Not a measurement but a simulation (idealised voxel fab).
voxel ribs on slabs: a process module
Square cell edge 5 nm, section width 205 nm, ID cut.
Notation: cross-section as square-cell grid; stated in bands, top first, going down; one or more cell rows per band.
Heights first: top, then bottom, in nm. Then materials, left to right, each with a width in nm. "edge to edge" on a single material: fills the band edge to edge. "air": empty space.
Note: height 0 marks the level under which the wafer is uniformly one material as received. Lowest band unbounded below, written "z 0 and below".
Width: "30->40" (first number = top row, second number = bottom row, same change from row to row of cells).
The cross-section has no changed cell in any step marked "no change".
Closed-off voids of 8+ cells (no open route to the top) go in "Enclosed cavity list", written width x height at distance from the left edge, in nm.
If you see something after the settings on a step's line, that's the simulator's own remark about that step.
overlay nm: step with mask; distance mask lay right of planned place; negative value = left of planned place.

## The steps planned for the process are as follows
1. RECEIVE,material Si
2. DIRECTIONAL_DEP,material SiO2,thk nm 25
3. DIRECTIONAL_DEP,material SiN,thk nm 15
4. DIRECTIONAL_DEP,material aC,thk nm 15
5. PATTERN,tone cover,mask id RIB,material resist,width nm 20,thk nm 30,overlay nm 0
6. DIRECTIONAL_ETCH,etch materials aC,depth nm 15
7. STRIP,etch materials resist
8. DIRECTIONAL_ETCH,etch materials SiN,depth nm 5
9. STRIP,etch materials aC
10. MASKED_ETCH,tone cover,mask id SLAB,width nm 80,etch materials SiN,depth nm 10,overlay nm 0
11. FILL_DEP,material SiO2,thk nm 25
12. CMP,height nm 55
13. DIRECTIONAL_DEP,material TiN,thk nm 5
14. PATTERN,tone cover,mask id HEATER,material resist,width nm 30,thk nm 15,overlay nm 0
15. DIRECTIONAL_ETCH,etch materials TiN,depth nm 5
16. STRIP,etch materials resist
17. CONFORMAL_DEP,material SiO2,thk nm 10

## Received-state cross-section, reflecting completion of step 1
> z 0 and below = Si edge to edge
> Enclosed cavity list: none

## The following cross-section depicts the wafer upon conclusion of the module. Processing commenced from the starting condition illustrated above and adhered to the plan illustrated above, save for one mistake in execution
> z 70 to 65 = air (75)  SiO2 (50)  air (80)
> z 65 to 60 = SiO2 edge to edge
> z 60 to 55 = SiO2 (85)  TiN (30)  SiO2 (90)
> z 55 to 15 = SiO2 edge to edge
> z 15 to 0 = SiN edge to edge
> z 0 and below = Si edge to edge
> Enclosed cavity list: none
Which mistake was made when the wafer was run? so 2 and 3 got swapped relative to the plan, each ran where the other was supposed to
